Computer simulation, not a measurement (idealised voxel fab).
Proc. module: voxel released beams
Each square cell in cross-section cut measures 5 nm, and the section as a whole is 280 nm wide.
Reading order for cross-sections: top band down to bottom band. Underlying form: a grid of square cells. Band size: one or more rows of cells. A band entry consists of two parts. The first gives the height of the band's top and the height of its bottom, in nm. The rest lists the band's materials from left to right, each with its width in nm. A single material labelled with the word "edge to edge" fills the band from edge to edge, and the word "blank" marks empty space. Below 0: as-received wafer, all one material; heights counted from there. Lowest band: no bottom, goes on down, written "from 0 down". A two-number width, for instance "30->40", indicates that the width is equal to the first number in the top row of the band and to the second number in the bottom row, and that it changes by a constant amount per row of cells. Where a step carries "remained unchanged", the cross-section came out of it unchanged, cell for cell. Listed in "closed voids": every empty space of 8 or more cells without an open way to the top. Form: width x height at distance, the distance being from the left edge, all in nm. Where a step's line continues beyond its settings, the continuation is a remark by the simulator itself on that step. A step's line can hold "overlay nm"; with a mask on that step, the setting says how far right of the planned place the mask lay, while a negative setting says it lay to the left.

**Process steps (planned)**
1) RECEIVE [material Si]
2) CONFORMAL_DEP [material Al2O3] [thk nm 10]
3) DIRECTIONAL_DEP [material SiO2] [thk nm 20]
4) PATTERN [tone open] [mask id ANCHOR] [material resist] [width nm 25] [thk nm 20] [overlay nm 0]
5) DIRECTIONAL_ETCH [etch materials SiO2] [depth nm 20]
6) STRIP [etch materials resist]
7) CONFORMAL_DEP [material SiN] [thk nm 10]
8) DIRECTIONAL_DEP [material aC] [thk nm 10]
9) PATTERN [tone cover] [mask id BEAM] [material resist] [width nm 70] [thk nm 30] [overlay nm 0]
10) DIRECTIONAL_ETCH [etch materials aC] [depth nm 10]
11) STRIP [etch materials resist]
12) DIRECTIONAL_ETCH [etch materials SiN] [depth nm 10]
13) STRIP [etch materials aC]
14) STRIP [etch materials SiO2]

**Received-state cross-section, reflecting completion of step 1**
  from 0 down | Si edge to edge
  closed voids: none

**Same starting wafer, same plan as above, one mistake in the execution; this is the cross-section at the end of the module**
  from 40 to 30 | blank (100)  SiN (70)  blank (110)
  from 30 to 10 | SiN edge to edge
  from 10 to 0 | Al2O3 edge to edge
  from 0 down | Si edge to edge
  closed voids: none
Here's what went sideways: rather than as planned, step 3 actually ran as DIRECTIONAL_DEP [material SiN] [thk nm 20]
